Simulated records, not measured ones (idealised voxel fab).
Documented hereafter: the process module known as voxel ribs on slabs.
Each square cell in cross-section cut measures 5 nm, and the section as a whole is 215 nm wide.
Square cells in a grid make up a cross-section in this document, and the grid is given as bands, listed from the top down, each one or more rows of cells.
For a band, the entry starts with two heights in nm, that of the top and then that of the bottom, and carries on with the band's materials in order from left to right, each alongside its width in nm; the word "throughout" beside a single material means it fills the band edge to edge, and "empty" means empty space.
For the purposes of this specification, 0 denotes the height below which the wafer in its as-received condition is composed wholly of one material, and the lowermost band, lacking a lower limit, extends downward without end, as expressed in "z 0 and below".
A width such as "30..40" changes by the same amount from each row of cells to the next, from the band's top row to its bottom row.
"changes: none" after a step means that no cell of the cross-section changed.
"closed voids" lists enclosed empty spaces (at least 8 cells, no open path upward to the top), each as width x height at distance from the left edge, in nm.
Whatever follows a step's settings on its line is a remark the simulator itself makes about that step.
Regarding "overlay nm": on a step with a mask, it is the distance the mask lay to the right of its planned place; a negative value places it to the left.

This section lists the process steps that were planned:
1 RECEIVE, material Si
2 DIRECTIONAL_DEP, material SiO2, thk nm 20
3 DIRECTIONAL_DEP, material SiN, thk nm 25
4 MASKED_ETCH, tone cover, mask id RIB, width nm 30, etch materials SiN, depth nm 10, overlay nm 0
5 MASKED_ETCH, tone cover, mask id SLAB, width nm 70, etch materials SiN, depth nm 15, overlay nm 0
6 FILL_DEP, material SiO2, thk nm 20
7 CMP, height nm 55
8 DIRECTIONAL_DEP, material W, thk nm 5
9 MASKED_ETCH, tone cover, mask id HEATER, width nm 40, etch materials W, depth nm 5, overlay nm 0
10 CONFORMAL_DEP, material SiO2, thk nm 5

Cross-section: wafer on arrival = after step 1:
z 0 and below: Si throughout
closed voids: none

Result of the module, cross-sectioned: start per above, plan per above, one error in how it was run:
z 65 to 60: 80 of empty  50 of SiO2  85 of empty
z 60 to 55: 85 of SiO2  40 of W  90 of SiO2
z 55 to 20: SiN throughout
z 20 to 0: SiO2 throughout
z 0 and below: Si throughout
closed voids: none
In executing the process, a mistake was made relative to the plan: step 6: run off-plan, actual operation and settings FILL_DEP, material SiN, thk nm 20
